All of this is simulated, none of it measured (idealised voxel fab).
You're looking at the process module voxel plated lines.
215 nm wide, 5 nm square cells: that's cross-section cut.
Bands, listed from the top down, are how a cross-section gets written in this document; the cross-section itself is a grid of square cells, and a band is one or more rows of them.
Band: top height; bottom height; in nm. Then, left to right: material with width in nm, for each material. "edge to edge": a single material spanning edge to edge. "empty": empty space.
All heights in this document are referenced to 0, defined as the level beneath which the wafer, as received, consists entirely of one material. The lowest band is not bounded below; it extends indefinitely downward and is written in the form "0 -> down".
A width given as "30 to 40" starts at the first number in the band's top row and ends at the second number in its bottom row, shifting by an equal amount at every step from row to row.
It should be understood that the words "nothing changed", when stated for a given step, signify that the cross-section underwent no change in any of its cells during that step.
Entry "Voids lacking openings" = empty spaces >= 8 cells with no open way to the top; each as width x height at distance, distance from left edge, all nm.
Step line, after settings: the simulator's comment on this step.
overlay nm: mask right of planned place by this much (step with mask). Neg. = left.
These are the steps we planned for the process:
1 RECEIVE (material Si)
2 CONFORMAL_DEP (material Al2O3; thk nm 5)
3 DIRECTIONAL_DEP (material TiN; thk nm 5)
4 PATTERN (tone open; mask id LINES; material resist; width nm 25; pitch nm 50; thk nm 30; overlay nm -15)
5 EPI (material Ru; thk nm 5)
6 EPI (material Ru; thk nm 5)
7 STRIP (etch materials resist)
8 DIRECTIONAL_ETCH (etch materials TiN; depth nm 5)
9 CONFORMAL_DEP (material SiO2; thk nm 10)
Same starting wafers, different overlay nm at step 4. Plan value belongs to the first wafer.
Here's the first of the wafers in cross-section, just as we got it, i.e. after step 1:
> 0 -> down | Si edge to edge
> Voids lacking openings: none
Below, a row for every wafer. Read it as the end-of-module picture: for each material the wafer shows its cells gained (+) or lost (-) since it was received, and then its closed voids:
overlay nm -15 | +43 Al2O3 | +20 Ru | +110 SiO2 | +10 TiN | Voids lacking openings: none
overlay nm -10 | +43 Al2O3 | +20 Ru | +110 SiO2 | +10 TiN | Voids lacking openings: none
overlay nm -5 | +43 Al2O3 | +20 Ru | +110 SiO2 | +10 TiN | Voids lacking openings: none
overlay nm 0 | +43 Al2O3 | +20 Ru | +110 SiO2 | +10 TiN | Voids lacking openings: none
overlay nm 5 | +43 Al2O3 | +20 Ru | +110 SiO2 | +10 TiN | Voids lacking openings: none
overlay nm 10 | +43 Al2O3 | +20 Ru | +110 SiO2 | +10 TiN | Voids lacking openings: none
overlay nm 15 | +43 Al2O3 | +20 Ru | +110 SiO2 | +10 TiN | Voids lacking openings: none
